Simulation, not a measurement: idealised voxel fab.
The following process module bears the name voxel double patterning.
Each square cell in cross-section cut measures 5 nm, and the section as a whole is 195 nm wide.
This document writes a cross-section as a grid whose cells are square, and gives it as bands, listed from the top down; one or more rows of cells form a band.
This entry defines a band. It first specifies the height of the band's top and the height of its bottom in nm, and then specifies the band's materials from left to right, stating each material with its width in nm. The word "everywhere" identifies a single material that fills the band from edge to edge, while the word "blank" identifies empty space.
We count height from 0. Below that, the starting wafer is all one material. The lowest band never ends at the bottom but goes on down; see "0 -> down" for how that is written.
So if you see something like "30 to 40" for the width, read it as the top row of the band sitting at the first number and the bottom row at the second, with every row in between moving by the same amount as the last.
No cell of the cross-section changed in a step that is given as "no modifications".
Entry "Closed voids list". Content: empty spaces with no open connection to the top, size 8 cells or greater. Each: width x height at distance. Distance: from left edge. Unit: nm.
Whatever follows a step's settings on its line is a remark the simulator itself makes about that step.
The optional step-line setting "overlay nm" applies to steps with a mask and quantifies how far to the right of its planned location the mask lay, a negative value indicating leftward placement.

### Listed below are the process steps as planned
| 1 | RECEIVE [material Si] |
| 2 | CONFORMAL_DEP [material SiN] [thk nm 5] |
| 3 | DIRECTIONAL_DEP [material SiO2] [thk nm 15] |
| 4 | DIRECTIONAL_DEP [material SiCN] [thk nm 5] |
| 5 | MASKED_ETCH [tone open] [mask id FIRST] [width nm 15] [pitch nm 50] [etch materials SiCN] [depth nm 5] [overlay nm 0] |
| 6 | PATTERN [tone open] [mask id SECOND] [material resist] [width nm 15] [pitch nm 50] [thk nm 15] [overlay nm 0] |
| 7 | DIRECTIONAL_ETCH [etch materials SiCN] [depth nm 5] |
| 8 | STRIP [etch materials resist] |
| 9 | DIRECTIONAL_ETCH [etch materials SiO2] [depth nm 15] |
| 10 | STRIP [etch materials SiCN] |

### This is the cross-section of the wafer as we received it, i.e. after step 1
    0 -> down = Si everywhere
    Closed voids list: none

### Starting structure and process plan are as shown above, but one mistake was made in running the module; the wafer cross-section at the end of the module follows
    35 -> 20 = SiO2 40 nm  blank 15 nm  SiO2 10 nm  blank 15 nm  SiO2 10 nm  blank 15 nm  SiO2 10 nm  blank 15 nm  SiO2 10 nm  blank 15 nm  SiO2 40 nm
    20 -> 5 = SiO2 everywhere
    5 -> 0 = SiN everywhere
    0 -> down = Si everywhere
    Closed voids list: none
Deviation noted in wafer processing: the plan had its step 3 run twice
